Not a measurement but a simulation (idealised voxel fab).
The process module that follows is named voxel local oxidation.
Square cells of 5 nm make up the cross-section cut, whose width is 205 nm.
Reading order for cross-sections: top band down to bottom band. Underlying form: a grid of square cells. Band size: one or more rows of cells.
Each band's line starts with the height of the band's top and of its bottom, in nm. Then come its materials from left to right, each with its width in nm. One material with "all across" fills the band from edge to edge. "air" is empty space.
All heights in this document are referenced to 0, defined as the level beneath which the wafer, as received, consists entirely of one material. The lowest band is not bounded below; it extends indefinitely downward and is written in the form "0 nm and below".
The width entry "30->40" should be interpreted row by row: the top row of cells in the band takes the first number, the bottom row takes the second number, and the change between adjacent rows is uniform throughout.
No cell of the cross-section changed in a step that is given as "nothing got changed".
For the entry "Trapped cavities", the listed items are empty spaces with no open way to the top whose size is 8 cells or more; each item follows the pattern width x height at distance, where distance is from the left edge and all three are in nm.
Past the settings on a step's line: simulator remark, on that step.
overlay nm: right-of-plan distance of the mask on a masked step; negative values mean left-of-plan.

### Set out below are the planned steps of the process
1,RECEIVE,material Si
2,CONFORMAL_DEP,material SiO2,thk nm 5
3,CONFORMAL_DEP,material SiN,thk nm 15
4,DIRECTIONAL_DEP,material aC,thk nm 10
5,PATTERN,tone cover,mask id ACTIVE,material resist,width nm 90,thk nm 30,overlay nm 0
6,DIRECTIONAL_ETCH,etch materials aC,depth nm 10
7,STRIP,etch materials resist
8,DIRECTIONAL_ETCH,etch materials SiN,depth nm 15
9,STRIP,etch materials aC
10,SELECTIVE_ETCH,etch materials SiO2,depth nm 5
11,OXIDIZE,depth nm 15
12,STRIP,etch materials SiN

### Cross-section, incoming material, after step 1
> 0 nm and below | Si all across
> Trapped cavities: none

### The first of the two wafers as seen in cross-section once the module was finished; processing followed the plan
> 5 nm to 0 nm | air (60), then SiO2 (80), then air (65)
> 0 nm to -15 nm | SiO2 (75), then Si (50), then SiO2 (80)
> -15 nm and below | Si all across
> Trapped cavities: none

### So this is wafer number two of the two, cut at the end of the module - it started where the first did and had the same plan, we just got one thing wrong running it
> 15 nm to 0 nm | SiO2 all across
> 0 nm and below | Si all across
> Trapped cavities: none
What broke from the plan during processing? step 3 was run on a setting that differed from the plan, and what really ran there is CONFORMAL_DEP,material SiO2,thk nm 15
In the final state, the cell counts of the second wafer exceed or fall short of those of the first for the following materials: Si: 93 more; SiO2: 14 more
